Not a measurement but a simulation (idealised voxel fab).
Process module in this document: voxel gate over fins
Square cells of 5 nm make up the cross-section cut, whose width is 275 nm.
A cross-section in this document is a grid of square cells, and it is written down as bands, the top band listed before the ones below it; a band is made up of one or more rows of cells.
In this notation a band is specified by the heights of its top and bottom, in that order and in nm, after which its materials appear from left to right, each paired with its width in nm. The word "edge to edge" attached to a single material means that material fills the band from edge to edge; the word "blank" stands for empty space.
Below 0: as-received wafer, all one material; heights counted from there. Lowest band: no bottom, goes on down, written "from 0 down".
Width spec "30->40" -> top row of cells at first value, bottom row at second value, equal per-row change in between.
A step reported as "no modification" is a step in which no cell of the cross-section changed.
Look at "Closed void roster" for the closed voids: empty spaces with no open path to the top, sized 8 cells or up. Each is width x height at distance, distance from the left edge, all nm.
Step line, after settings: the simulator's comment on this step.
A step line may carry the setting "overlay nm", which, for steps involving a mask, states the distance by which the mask lay to the right of its intended position; negative values denote displacement to the left.
Pairs ahead. Before: cross-section ahead of one process step. After: cross-section once the step is done, shown to the lowest changed band only. Under each pair: that step, with settings. Caution: pairs may come from different runs of this module on the same starting wafer; a pair follows the pair above only where its "Pre-process cross-section" entry says so.
[Pre-process cross-section]
    from 20 to 10  aC edge to edge
    from 10 to 0  SiN edge to edge
    from 0 down  Si edge to edge
    Closed void roster: none
[Post-Step Section View]
    from 45 to 20  75 of blank / 20 of resist / 35 of blank / 20 of resist / 35 of blank / 20 of resist / 70 of blank
    Anything lower than 20 is untouched.
    Closed void roster: none
To go from the before cross-section above to the after cross-section, apply PATTERN: tone cover, mask id FINS, material resist, width nm 20, pitch nm 55, thk nm 25, overlay nm 0
Pre-process cross-section: This step starts from the configuration shown after the step in the pair immediately above.
[Post-Step Section View]
    from 35 to 20  75 of blank / 20 of resist / 35 of blank / 20 of resist / 35 of blank / 20 of resist / 70 of blank
    from 20 to 10  75 of blank / 20 of aC / 35 of blank / 20 of aC / 35 of blank / 20 of aC / 70 of blank
    Anything lower than 10 is untouched.
    Closed void roster: none
To go from the before cross-section above to the after cross-section, apply DIRECTIONAL_ETCH: etch materials aC, depth nm 10
Pre-process cross-section: This step starts from the configuration shown after the step in the pair immediately above.
[Post-Step Section View]
    from 20 to 10  75 of blank / 20 of aC / 35 of blank / 20 of aC / 35 of blank / 20 of aC / 70 of blank
    Anything lower than 10 is untouched.
    Closed void roster: none
To go from the before cross-section above to the after cross-section, apply STRIP: etch materials resist
Pre-process cross-section: This step starts from the configuration shown after the step in the pair immediately above.
[Post-Step Section View]
    from 20 to 10  75 of blank / 20 of aC / 35 of blank / 20 of aC / 35 of blank / 20 of aC / 70 of blank
    from 10 to 0  75 of blank / 20 of SiN / 35 of blank / 20 of SiN / 35 of blank / 20 of SiN / 70 of blank
    Anything lower than 0 is untouched.
    Closed void roster: none
To go from the before cross-section above to the after cross-section, apply DIRECTIONAL_ETCH: etch materials SiN, depth nm 10
Pre-process cross-section: This step starts from the configuration shown after the step in the pair immediately above.
[Post-Step Section View]
    from 20 to 10  75 of blank / 20 of aC / 35 of blank / 20 of aC / 35 of blank / 20 of aC / 70 of blank
    from 10 to 0  75 of blank / 20 of SiN / 35 of blank / 20 of SiN / 35 of blank / 20 of SiN / 70 of blank
    from 0 to -40  75 of blank / 20 of Si / 35 of blank / 20 of Si / 35 of blank / 20 of Si / 70 of blank
    Anything lower than -40 is untouched.
    Closed void roster: none
To go from the before cross-section above to the after cross-section, apply DIRECTIONAL_ETCH: etch materials Si, depth nm 40
Pre-process cross-section: This step starts from the configuration shown after the step in the pair immediately above.
[Post-Step Section View]
    from 10 to 0  75 of blank / 20 of SiN / 35 of blank / 20 of SiN / 35 of blank / 20 of SiN / 70 of blank
    Anything lower than 0 is untouched.
    Closed void roster: none
To go from the before cross-section above to the after cross-section, apply STRIP: etch materials aC
Pre-process cross-section: This step starts from the configuration shown after the step in the pair immediately above.
[Post-Step Section View]
    from 10 to 0  75 of blank / 20 of SiN / 35 of blank / 20 of SiN / 35 of blank / 20 of SiN / 70 of blank
    from 0 to -40  75 of blank / 5 of SiO2 / 10 of Si / 5 of SiO2 / 35 of blank / 5 of SiO2 / 10 of Si / 5 of SiO2 / 35 of blank / 5 of SiO2 / 10 of Si / 5 of SiO2 / 70 of blank
    from -40 to -45  80 of SiO2 / 10 of Si / 45 of SiO2 / 10 of Si / 45 of SiO2 / 10 of Si / 75 of SiO2
    Anything lower than -45 is untouched.
    Closed void roster: none
To go from the before cross-section above to the after cross-section, apply OXIDIZE: depth nm 5
Pre-process cross-section: This step starts from the configuration shown after the step in the pair immediately above.
[Post-Step Section View]
    from 15 to 10  SiO2 edge to edge
    from 10 to 0  75 of SiO2 / 20 of SiN / 35 of SiO2 / 20 of SiN / 35 of SiO2 / 20 of SiN / 70 of SiO2
    from 0 to -45  80 of SiO2 / 10 of Si / 45 of SiO2 / 10 of Si / 45 of SiO2 / 10 of Si / 75 of SiO2
    Anything lower than -45 is untouched.
    Closed void roster: none
To go from the before cross-section above to the after cross-section, apply FILL_DEP: material SiO2, thk nm 5
Pre-process cross-section: This step starts from the configuration shown after the step in the pair immediately above.
[Post-Step Section View]
    from 10 to 0  75 of SiO2 / 20 of SiN / 35 of SiO2 / 20 of SiN / 35 of SiO2 / 20 of SiN / 70 of SiO2
    Anything lower than 0 is untouched.
    Closed void roster: none
To go from the before cross-section above to the after cross-section, apply CMP: height nm 10
Pre-process cross-section: This step starts from the configuration shown after the step in the pair immediately above.
[Post-Step Section View]
    from 25 to 10  100 of resist / 15 of blank / 160 of resist
    Anything lower than 10 is untouched.
    Closed void roster: none
To go from the before cross-section above to the after cross-section, apply PATTERN: tone open, mask id RAIL, material resist, width nm 15, thk nm 15, overlay nm 0
Pre-process cross-section: This step starts from the configuration shown after the step in the pair immediately above.
[Post-Step Section View]
    from 25 to 10  100 of resist / 15 of blank / 160 of resist
    from 10 to 0  75 of SiO2 / 20 of SiN / 5 of SiO2 / 15 of blank / 15 of SiO2 / 20 of SiN / 35 of SiO2 / 20 of SiN / 70 of SiO2
    from 0 to -35  80 of SiO2 / 10 of Si / 10 of SiO2 / 15 of blank / 20 of SiO2 / 10 of Si / 45 of SiO2 / 10 of Si / 75 of SiO2
    Anything lower than -35 is untouched.
    Closed void roster: none
To go from the before cross-section above to the after cross-section, apply DIRECTIONAL_ETCH: etch materials SiO2, depth nm 45
Pre-process cross-section: This step starts from the configuration shown after the step in the pair immediately above.
[Post-Step Section View]
    from 10 to 0  75 of SiO2 / 20 of SiN / 5 of SiO2 / 15 of blank / 15 of SiO2 / 20 of SiN / 35 of SiO2 / 20 of SiN / 70 of SiO2
    Anything lower than 0 is untouched.
    Closed void roster: none
To go from the before cross-section above to the after cross-section, apply STRIP: etch materials resist
Pre-process cross-section: This step starts from the configuration shown after the step in the pair immediately above.
[Post-Step Section View]
    from 15 to 10  105 of TiN / 5 of blank / 165 of TiN
    from 10 to 0  75 of SiO2 / 20 of SiN / 5 of SiO2 / 5 of TiN / 5 of blank / 5 of TiN / 15 of SiO2 / 20 of SiN / 35 of SiO2 / 20 of SiN / 70 of SiO2
    from 0 to -30  80 of SiO2 / 10 of Si / 10 of SiO2 / 5 of TiN / 5 of blank / 5 of TiN / 20 of SiO2 / 10 of Si / 45 of SiO2 / 10 of Si / 75 of SiO2
    from -30 to -35  80 of SiO2 / 10 of Si / 10 of SiO2 / 15 of TiN / 20 of SiO2 / 10 of Si / 45 of SiO2 / 10 of Si / 75 of SiO2
    Anything lower than -35 is untouched.
    Closed void roster: none
To go from the before cross-section above to the after cross-section, apply CONFORMAL_DEP: material TiN, thk nm 5
Pre-process cross-section: This step starts from the configuration shown after the step in the pair immediately above.
[Post-Step Section View]
    from 25 to 15  W edge to edge
    from 15 to 10  105 of TiN / 5 of W / 165 of TiN
    from 10 to 0  75 of SiO2 / 20 of SiN / 5 of SiO2 / 5 of TiN / 5 of W / 5 of TiN / 15 of SiO2 / 20 of SiN / 35 of SiO2 / 20 of SiN / 70 of SiO2
    from 0 to -30  80 of SiO2 / 10 of Si / 10 of SiO2 / 5 of TiN / 5 of W / 5 of TiN / 20 of SiO2 / 10 of Si / 45 of SiO2 / 10 of Si / 75 of SiO2
    Anything lower than -30 is untouched.
    Closed void roster: none
To go from the before cross-section above to the after cross-section, apply FILL_DEP: material W, thk nm 10
Pre-process cross-section: This step starts from the configuration shown after the step in the pair immediately above.
[Post-Step Section View]
    from 10 to 0  75 of SiO2 / 20 of SiN / 5 of SiO2 / 5 of TiN / 5 of W / 5 of TiN / 15 of SiO2 / 20 of SiN / 35 of SiO2 / 20 of SiN / 70 of SiO2
    Anything lower than 0 is untouched.
    Closed void roster: none
To go from the before cross-section above to the after cross-section, apply CMP: height nm 10
Pre-process cross-section: This step starts from the configuration shown after the step in the pair immediately above.
[Post-Step Section View]
    from 10 to 0  75 of SiO2 / 20 of SiN / 5 of SiO2 / 15 of blank / 15 of SiO2 / 20 of SiN / 35 of SiO2 / 20 of SiN / 70 of SiO2
    from 0 to -20  80 of SiO2 / 10 of Si / 10 of SiO2 / 15 of blank / 20 of SiO2 / 10 of Si / 45 of SiO2 / 10 of Si / 75 of SiO2
    Anything lower than -20 is untouched.
    Closed void roster: none
To go from the before cross-section above to the after cross-section, apply SELECTIVE_ETCH: etch materials W Ru TiN, depth nm 30
Pre-process cross-section: This step starts from the configuration shown after the step in the pair immediately above.
[Post-Step Section View]
    from 15 to 10  SiO2 edge to edge
    from 10 to 0  75 of SiO2 / 20 of SiN / 35 of SiO2 / 20 of SiN / 35 of SiO2 / 20 of SiN / 70 of SiO2
    from 0 to -20  80 of SiO2 / 10 of Si / 45 of SiO2 / 10 of Si / 45 of SiO2 / 10 of Si / 75 of SiO2
    Anything lower than -20 is untouched.
    Closed void roster: none
To go from the before cross-section above to the after cross-section, apply FILL_DEP: material SiO2, thk nm 5
Pre-process cross-section: This step starts from the configuration shown after the step in the pair immediately above.
[Post-Step Section View]
    from 10 to 0  75 of SiO2 / 20 of SiN / 35 of SiO2 / 20 of SiN / 35 of SiO2 / 20 of SiN / 70 of SiO2
    Anything lower than 0 is untouched.
    Closed void roster: none
To go from the before cross-section above to the after cross-section, apply CMP: height nm 10
Pre-process cross-section: This step starts from the configuration shown after the step in the pair immediately above.
[Post-Step Section View]
    from 10 to 0  75 of blank / 20 of SiN / 35 of blank / 20 of SiN / 35 of blank / 20 of SiN / 70 of blank
    from 0 to -15  80 of blank / 10 of Si / 45 of blank / 10 of Si / 45 of blank / 10 of Si / 75 of blank
    Anything lower than -15 is untouched.
    Closed void roster: none
To go from the before cross-section above to the after cross-section, apply SELECTIVE_ETCH: etch materials SiO2, depth nm 25
Pre-process cross-section: This step starts from the configuration shown after the step in the pair immediately above.
[Post-Step Section View]
    from 0 to -15  80 of blank / 10 of Si / 45 of blank / 10 of Si / 45 of blank / 10 of Si / 75 of blank
    Anything lower than -15 is untouched.
    Closed void roster: none
To go from the before cross-section above to the after cross-section, apply STRIP: etch materials SiN
Pre-process cross-section: This step starts from the configuration shown after the step in the pair immediately above.
[Post-Step Section View]
    from 5 to 0  75 of blank / 20 of HfO2 / 35 of blank / 20 of HfO2 / 35 of blank / 20 of HfO2 / 70 of blank
    from 0 to -10  75 of blank / 5 of HfO2 / 10 of Si / 5 of HfO2 / 35 of blank / 5 of HfO2 / 10 of Si / 5 of HfO2 / 35 of blank / 5 of HfO2 / 10 of Si / 5 of HfO2 / 70 of blank
    from -10 to -15  80 of HfO2 / 10 of Si / 45 of HfO2 / 10 of Si / 45 of HfO2 / 10 of Si / 75 of HfO2
    Anything lower than -15 is untouched.
    Closed void roster: none
To go from the before cross-section above to the after cross-section, apply CONFORMAL_DEP: material HfO2, thk nm 5
Pre-process cross-section: This step starts from the configuration shown after the step in the pair immediately above.
[Post-Step Section View]
    from 10 to 5  70 of blank / 30 of TiN / 25 of blank / 30 of TiN / 25 of blank / 30 of TiN / 65 of blank
    from 5 to 0  70 of blank / 5 of TiN / 20 of HfO2 / 5 of TiN / 25 of blank / 5 of TiN / 20 of HfO2 / 5 of TiN / 25 of blank / 5 of TiN / 20 of HfO2 / 5 of TiN / 65 of blank
    from 0 to -5  70 of blank / 5 of TiN / 5 of HfO2 / 10 of Si / 5 of HfO2 / 5 of TiN / 25 of blank / 5 of TiN / 5 of HfO2 / 10 of Si / 5 of HfO2 / 5 of TiN / 25 of blank / 5 of TiN / 5 of HfO2 / 10 of Si / 5 of HfO2 / 5 of TiN / 65 of blank
    from -5 to -10  75 of TiN / 5 of HfO2 / 10 of Si / 5 of HfO2 / 35 of TiN / 5 of HfO2 / 10 of Si / 5 of HfO2 / 35 of TiN / 5 of HfO2 / 10 of Si / 5 of HfO2 / 70 of TiN
    Anything lower than -10 is untouched.
    Closed void roster: none
To go from the before cross-section above to the after cross-section, apply CONFORMAL_DEP: material TiN, thk nm 5
Pre-process cross-section: This step starts from the configuration shown after the step in the pair immediately above.
[Post-Step Section View]
    from 15 to 10  65 of blank / 40 of TiAl / 15 of blank / 40 of TiAl / 15 of blank / 40 of TiAl / 60 of blank
    from 10 to 5  65 of blank / 5 of TiAl / 30 of TiN / 5 of TiAl / 15 of blank / 5 of TiAl / 30 of TiN / 5 of TiAl / 15 of blank / 5 of TiAl / 30 of TiN / 5 of TiAl / 60 of blank
    from 5 to 0  65 of blank / 5 of TiAl / 5 of TiN / 20 of HfO2 / 5 of TiN / 5 of TiAl / 15 of blank / 5 of TiAl / 5 of TiN / 20 of HfO2 / 5 of TiN / 5 of TiAl / 15 of blank / 5 of TiAl / 5 of TiN / 20 of HfO2 / 5 of TiN / 5 of TiAl / 60 of blank
    from 0 to -5  70 of TiAl / 5 of TiN / 5 of HfO2 / 10 of Si / 5 of HfO2 / 5 of TiN / 25 of TiAl / 5 of TiN / 5 of HfO2 / 10 of Si / 5 of HfO2 / 5 of TiN / 25 of TiAl / 5 of TiN / 5 of HfO2 / 10 of Si / 5 of HfO2 / 5 of TiN / 65 of TiAl
    Anything lower than -5 is untouched.
    Closed void roster: none
To go from the before cross-section above to the after cross-section, apply CONFORMAL_DEP: material TiAl, thk nm 5
Pre-process cross-section: This step starts from the configuration shown after the step in the pair immediately above.
[Post-Step Section View]
    from 20 to 15  60 of blank / 50 of TiN / 5 of blank / 50 of TiN / 5 of blank / 50 of TiN / 55 of blank
    from 15 to 10  60 of blank / 5 of TiN / 40 of TiAl / 5 of TiN / 5 of blank / 5 of TiN / 40 of TiAl / 5 of TiN / 5 of blank / 5 of TiN / 40 of TiAl / 5 of TiN / 55 of blank
    from 10 to 5  60 of blank / 5 of TiN / 5 of TiAl / 30 of TiN / 5 of TiAl / 5 of TiN / 5 of blank / 5 of TiN / 5 of TiAl / 30 of TiN / 5 of TiAl / 5 of TiN / 5 of blank / 5 of TiN / 5 of TiAl / 30 of TiN / 5 of TiAl / 5 of TiN / 55 of blank
    from 5 to 0  65 of TiN / 5 of TiAl / 5 of TiN / 20 of HfO2 / 5 of TiN / 5 of TiAl / 15 of TiN / 5 of TiAl / 5 of TiN / 20 of HfO2 / 5 of TiN / 5 of TiAl / 15 of TiN / 5 of TiAl / 5 of TiN / 20 of HfO2 / 5 of TiN / 5 of TiAl / 60 of TiN
    Anything lower than 0 is untouched.
    Closed void roster: none
To go from the before cross-section above to the after cross-section, apply CONFORMAL_DEP: material TiN, thk nm 5
Pre-process cross-section: This step starts from the configuration shown after the step in the pair immediately above.
[Post-Step Section View]
    from 30 to 20  W edge to edge
    from 20 to 15  60 of W / 50 of TiN / 5 of W / 50 of TiN / 5 of W / 50 of TiN / 55 of W
    from 15 to 10  60 of W / 5 of TiN / 40 of TiAl / 5 of TiN / 5 of W / 5 of TiN / 40 of TiAl / 5 of TiN / 5 of W / 5 of TiN / 40 of TiAl / 5 of TiN / 55 of W
    from 10 to 5  60 of W / 5 of TiN / 5 of TiAl / 30 of TiN / 5 of TiAl / 5 of TiN / 5 of W / 5 of TiN / 5 of TiAl / 30 of TiN / 5 of TiAl / 5 of TiN / 5 of W / 5 of TiN / 5 of TiAl / 30 of TiN / 5 of TiAl / 5 of TiN / 55 of W
    Anything lower than 5 is untouched.
    Closed void roster: none
To go from the before cross-section above to the after cross-section, apply FILL_DEP: material W, thk nm 10
Pre-process cross-section: This step starts from the configuration shown after the step in the pair immediately above.
[Post-Step Section View]
    from 25 to 20  W edge to edge
    Anything lower than 20 is untouched.
    Closed void roster: none
To go from the before cross-section above to the after cross-section, apply CMP: height nm 25
Pre-process cross-section: This step starts from the configuration shown after the step in the pair immediately above.
[Post-Step Section View]
    from 30 to 25  SiN edge to edge
    Anything lower than 25 is untouched.
    Closed void roster: none
To go from the before cross-section above to the after cross-section, apply CONFORMAL_DEP: material SiN, thk nm 5
[Pre-process cross-section]
    from 20 to 10  aC edge to edge
    from 10 to 0  SiN edge to edge
    from 0 down  Si edge to edge
    Closed void roster: none
[Post-Step Section View]
    from 45 to 20  80 of blank / 15 of resist / 40 of blank / 15 of resist / 40 of blank / 15 of resist / 70 of blank
    Anything lower than 20 is untouched.
    Closed void roster: none
To go from the before cross-section above to the after cross-section, apply PATTERN: tone cover, mask id FINS, material resist, width nm 15, pitch nm 55, thk nm 25, overlay nm 5
Pre-process cross-section: This step starts from the configuration shown after the step in the pair immediately above.
[Post-Step Section View]
    from 35 to 20  80 of blank / 15 of resist / 40 of blank / 15 of resist / 40 of blank / 15 of resist / 70 of blank
    from 20 to 10  80 of blank / 15 of aC / 40 of blank / 15 of aC / 40 of blank / 15 of aC / 70 of blank
    Anything lower than 10 is untouched.
    Closed void roster: none
To go from the before cross-section above to the after cross-section, apply DIRECTIONAL_ETCH: etch materials aC, depth nm 10
Pre-process cross-section: This step starts from the configuration shown after the step in the pair immediately above.
[Post-Step Section View]
    from 20 to 10  80 of blank / 15 of aC / 40 of blank / 15 of aC / 40 of blank / 15 of aC / 70 of blank
    Anything lower than 10 is untouched.
    Closed void roster: none
To go from the before cross-section above to the after cross-section, apply STRIP: etch materials resist
Pre-process cross-section: This step starts from the configuration shown after the step in the pair immediately above.
[Post-Step Section View]
    from 20 to 10  80 of blank / 15 of aC / 40 of blank / 15 of aC / 40 of blank / 15 of aC / 70 of blank
    from 10 to 0  80 of blank / 15 of SiN / 40 of blank / 15 of SiN / 40 of blank / 15 of SiN / 70 of blank
    Anything lower than 0 is untouched.
    Closed void roster: none
To go from the before cross-section above to the after cross-section, apply DIRECTIONAL_ETCH: etch materials SiN, depth nm 10
Pre-process cross-section: This step starts from the configuration shown after the step in the pair immediately above.
[Post-Step Section View]
    from 20 to 10  80 of blank / 15 of aC / 40 of blank / 15 of aC / 40 of blank / 15 of aC / 70 of blank
    from 10 to 0  80 of blank / 15 of SiN / 40 of blank / 15 of SiN / 40 of blank / 15 of SiN / 70 of blank
    from 0 to -40  80 of blank / 15 of Si / 40 of blank / 15 of Si / 40 of blank / 15 of Si / 70 of blank
    Anything lower than -40 is untouched.
    Closed void roster: none
To go from the before cross-section above to the after cross-section, apply DIRECTIONAL_ETCH: etch materials Si, depth nm 40
Pre-process cross-section: This step starts from the configuration shown after the step in the pair immediately above.
[Post-Step Section View]
    from 10 to 0  80 of blank / 15 of SiN / 40 of blank / 15 of SiN / 40 of blank / 15 of SiN / 70 of blank
    Anything lower than 0 is untouched.
    Closed void roster: none
To go from the before cross-section above to the after cross-section, apply STRIP: etch materials aC
Pre-process cross-section: This step starts from the configuration shown after the step in the pair immediately above.
[Post-Step Section View]
    from 10 to 0  80 of blank / 15 of SiN / 40 of blank / 15 of SiN / 40 of blank / 15 of SiN / 70 of blank
    from 0 to -40  80 of blank / 5 of SiO2 / 5 of Si / 5 of SiO2 / 40 of blank / 5 of SiO2 / 5 of Si / 5 of SiO2 / 40 of blank / 5 of SiO2 / 5 of Si / 5 of SiO2 / 70 of blank
    from -40 to -45  85 of SiO2 / 5 of Si / 50 of SiO2 / 5 of Si / 50 of SiO2 / 5 of Si / 75 of SiO2
    Anything lower than -45 is untouched.
    Closed void roster: none
To go from the before cross-section above to the after cross-section, apply OXIDIZE: depth nm 5
Pre-process cross-section: This step starts from the configuration shown after the step in the pair immediately above.
[Post-Step Section View]
    from 15 to 10  SiO2 edge to edge
    from 10 to 0  80 of SiO2 / 15 of SiN / 40 of SiO2 / 15 of SiN / 40 of SiO2 / 15 of SiN / 70 of SiO2
    from 0 to -45  85 of SiO2 / 5 of Si / 50 of SiO2 / 5 of Si / 50 of SiO2 / 5 of Si / 75 of SiO2
    Anything lower than -45 is untouched.
    Closed void roster: none
To go from the before cross-section above to the after cross-section, apply FILL_DEP: material SiO2, thk nm 5
Pre-process cross-section: This step starts from the configuration shown after the step in the pair immediately above.
[Post-Step Section View]
    from 10 to 0  80 of SiO2 / 15 of SiN / 40 of SiO2 / 15 of SiN / 40 of SiO2 / 15 of SiN / 70 of SiO2
    Anything lower than 0 is untouched.
    Closed void roster: none
To go from the before cross-section above to the after cross-section, apply CMP: height nm 10
Pre-process cross-section: This step starts from the configuration shown after the step in the pair immediately above.
[Post-Step Section View]
    from 25 to 10  100 of resist / 15 of blank / 160 of resist
    Anything lower than 10 is untouched.
    Closed void roster: none
To go from the before cross-section above to the after cross-section, apply PATTERN: tone open, mask id RAIL, material resist, width nm 15, thk nm 15, overlay nm 0
Pre-process cross-section: This step starts from the configuration shown after the step in the pair immediately above.
[Post-Step Section View]
    from 25 to 10  100 of resist / 15 of blank / 160 of resist
    from 10 to 0  80 of SiO2 / 15 of SiN / 5 of SiO2 / 15 of blank / 20 of SiO2 / 15 of SiN / 40 of SiO2 / 15 of SiN / 70 of SiO2
    from 0 to -35  85 of SiO2 / 5 of Si / 10 of SiO2 / 15 of blank / 25 of SiO2 / 5 of Si / 50 of SiO2 / 5 of Si / 75 of SiO2
    Anything lower than -35 is untouched.
    Closed void roster: none
To go from the before cross-section above to the after cross-section, apply DIRECTIONAL_ETCH: etch materials SiO2, depth nm 45
Pre-process cross-section: This step starts from the configuration shown after the step in the pair immediately above.
[Post-Step Section View]
    from 10 to 0  80 of SiO2 / 15 of SiN / 5 of SiO2 / 15 of blank / 20 of SiO2 / 15 of SiN / 40 of SiO2 / 15 of SiN / 70 of SiO2
    Anything lower than 0 is untouched.
    Closed void roster: none
To go from the before cross-section above to the after cross-section, apply STRIP: etch materials resist
Pre-process cross-section: This step starts from the configuration shown after the step in the pair immediately above.
[Post-Step Section View]
    from 15 to 10  105 of TiN / 5 of blank / 165 of TiN
    from 10 to 0  80 of SiO2 / 15 of SiN / 5 of SiO2 / 5 of TiN / 5 of blank / 5 of TiN / 20 of SiO2 / 15 of SiN / 40 of SiO2 / 15 of SiN / 70 of SiO2
    from 0 to -30  85 of SiO2 / 5 of Si / 10 of SiO2 / 5 of TiN / 5 of blank / 5 of TiN / 25 of SiO2 / 5 of Si / 50 of SiO2 / 5 of Si / 75 of SiO2
    from -30 to -35  85 of SiO2 / 5 of Si / 10 of SiO2 / 15 of TiN / 25 of SiO2 / 5 of Si / 50 of SiO2 / 5 of Si / 75 of SiO2
    Anything lower than -35 is untouched.
    Closed void roster: none
To go from the before cross-section above to the after cross-section, apply CONFORMAL_DEP: material TiN, thk nm 5
Pre-process cross-section: This step starts from the configuration shown after the step in the pair immediately above.
[Post-Step Section View]
    from 25 to 15  W edge to edge
    from 15 to 10  105 of TiN / 5 of W / 165 of TiN
    from 10 to 0  80 of SiO2 / 15 of SiN / 5 of SiO2 / 5 of TiN / 5 of W / 5 of TiN / 20 of SiO2 / 15 of SiN / 40 of SiO2 / 15 of SiN / 70 of SiO2
    from 0 to -30  85 of SiO2 / 5 of Si / 10 of SiO2 / 5 of TiN / 5 of W / 5 of TiN / 25 of SiO2 / 5 of Si / 50 of SiO2 / 5 of Si / 75 of SiO2
    Anything lower than -30 is untouched.
    Closed void roster: none
To go from the before cross-section above to the after cross-section, apply FILL_DEP: material W, thk nm 10
Pre-process cross-section: This step starts from the configuration shown after the step in the pair immediately above.
[Post-Step Section View]
    from 10 to 0  80 of SiO2 / 15 of SiN / 5 of SiO2 / 5 of TiN / 5 of W / 5 of TiN / 20 of SiO2 / 15 of SiN / 40 of SiO2 / 15 of SiN / 70 of SiO2
    Anything lower than 0 is untouched.
    Closed void roster: none
To go from the before cross-section above to the after cross-section, apply CMP: height nm 10
Pre-process cross-section: This step starts from the configuration shown after the step in the pair immediately above.
[Post-Step Section View]
    from 10 to 0  80 of SiO2 / 15 of SiN / 5 of SiO2 / 15 of blank / 20 of SiO2 / 15 of SiN / 40 of SiO2 / 15 of SiN / 70 of SiO2
    from 0 to -20  85 of SiO2 / 5 of Si / 10 of SiO2 / 15 of blank / 25 of SiO2 / 5 of Si / 50 of SiO2 / 5 of Si / 75 of SiO2
    Anything lower than -20 is untouched.
    Closed void roster: none
To go from the before cross-section above to the after cross-section, apply SELECTIVE_ETCH: etch materials W Ru TiN, depth nm 30
Pre-process cross-section: This step starts from the configuration shown after the step in the pair immediately above.
[Post-Step Section View]
    from 15 to 10  SiO2 edge to edge
    from 10 to 0  80 of SiO2 / 15 of SiN / 40 of SiO2 / 15 of SiN / 40 of SiO2 / 15 of SiN / 70 of SiO2
    from 0 to -20  85 of SiO2 / 5 of Si / 50 of SiO2 / 5 of Si / 50 of SiO2 / 5 of Si / 75 of SiO2
    Anything lower than -20 is untouched.
    Closed void roster: none
To go from the before cross-section above to the after cross-section, apply FILL_DEP: material SiO2, thk nm 5
Pre-process cross-section: This step starts from the configuration shown after the step in the pair immediately above.
[Post-Step Section View]
    from 10 to 0  80 of SiO2 / 15 of SiN / 40 of SiO2 / 15 of SiN / 40 of SiO2 / 15 of SiN / 70 of SiO2
    Anything lower than 0 is untouched.
    Closed void roster: none
To go from the before cross-section above to the after cross-section, apply CMP: height nm 10
Pre-process cross-section: This step starts from the configuration shown after the step in the pair immediately above.
[Post-Step Section View]
    from 10 to 0  80 of blank / 15 of SiN / 40 of blank / 15 of SiN / 40 of blank / 15 of SiN / 70 of blank
    from 0 to -15  85 of blank / 5 of Si / 50 of blank / 5 of Si / 50 of blank / 5 of Si / 75 of blank
    Anything lower than -15 is untouched.
    Closed void roster: none
To go from the before cross-section above to the after cross-section, apply SELECTIVE_ETCH: etch materials SiO2, depth nm 25
Pre-process cross-section: This step starts from the configuration shown after the step in the pair immediately above.
[Post-Step Section View]
    from 0 to -15  85 of blank / 5 of Si / 50 of blank / 5 of Si / 50 of blank / 5 of Si / 75 of blank
    Anything lower than -15 is untouched.
    Closed void roster: none
To go from the before cross-section above to the after cross-section, apply STRIP: etch materials SiN
Pre-process cross-section: This step starts from the configuration shown after the step in the pair immediately above.
[Post-Step Section View]
    from 5 to 0  80 of blank / 15 of HfO2 / 40 of blank / 15 of HfO2 / 40 of blank / 15 of HfO2 / 70 of blank
    from 0 to -10  80 of blank / 5 of HfO2 / 5 of Si / 5 of HfO2 / 40 of blank / 5 of HfO2 / 5 of Si / 5 of HfO2 / 40 of blank / 5 of HfO2 / 5 of Si / 5 of HfO2 / 70 of blank
    from -10 to -15  85 of HfO2 / 5 of Si / 50 of HfO2 / 5 of Si / 50 of HfO2 / 5 of Si / 75 of HfO2
    Anything lower than -15 is untouched.
    Closed void roster: none
To go from the before cross-section above to the after cross-section, apply CONFORMAL_DEP: material HfO2, thk nm 5
Pre-process cross-section: This step starts from the configuration shown after the step in the pair immediately above.
[Post-Step Section View]
    from 10 to 5  75 of blank / 25 of TiN / 30 of blank / 25 of TiN / 30 of blank / 25 of TiN / 65 of blank
    from 5 to 0  75 of blank / 5 of TiN / 15 of HfO2 / 5 of TiN / 30 of blank / 5 of TiN / 15 of HfO2 / 5 of TiN / 30 of blank / 5 of TiN / 15 of HfO2 / 5 of TiN / 65 of blank
    from 0 to -5  75 of blank / 5 of TiN / 5 of HfO2 / 5 of Si / 5 of HfO2 / 5 of TiN / 30 of blank / 5 of TiN / 5 of HfO2 / 5 of Si / 5 of HfO2 / 5 of TiN / 30 of blank / 5 of TiN / 5 of HfO2 / 5 of Si / 5 of HfO2 / 5 of TiN / 65 of blank
    from -5 to -10  80 of TiN / 5 of HfO2 / 5 of Si / 5 of HfO2 / 40 of TiN / 5 of HfO2 / 5 of Si / 5 of HfO2 / 40 of TiN / 5 of HfO2 / 5 of Si / 5 of HfO2 / 70 of TiN
    Anything lower than -10 is untouched.
    Closed void roster: none
To go from the before cross-section above to the after cross-section, apply CONFORMAL_DEP: material TiN, thk nm 5
Pre-process cross-section: This step starts from the configuration shown after the step in the pair immediately above.
[Post-Step Section View]
    from 15 to 10  70 of blank / 35 of TiAl / 20 of blank / 35 of TiAl / 20 of blank / 35 of TiAl / 60 of blank
    from 10 to 5  70 of blank / 5 of TiAl / 25 of TiN / 5 of TiAl / 20 of blank / 5 of TiAl / 25 of TiN / 5 of TiAl / 20 of blank / 5 of TiAl / 25 of TiN / 5 of TiAl / 60 of blank
    from 5 to 0  70 of blank / 5 of TiAl / 5 of TiN / 15 of HfO2 / 5 of TiN / 5 of TiAl / 20 of blank / 5 of TiAl / 5 of TiN / 15 of HfO2 / 5 of TiN / 5 of TiAl / 20 of blank / 5 of TiAl / 5 of TiN / 15 of HfO2 / 5 of TiN / 5 of TiAl / 60 of blank
    from 0 to -5  75 of TiAl / 5 of TiN / 5 of HfO2 / 5 of Si / 5 of HfO2 / 5 of TiN / 30 of TiAl / 5 of TiN / 5 of HfO2 / 5 of Si / 5 of HfO2 / 5 of TiN / 30 of TiAl / 5 of TiN / 5 of HfO2 / 5 of Si / 5 of HfO2 / 5 of TiN / 65 of TiAl
    Anything lower than -5 is untouched.
    Closed void roster: none
To go from the before cross-section above to the after cross-section, apply CONFORMAL_DEP: material TiAl, thk nm 5
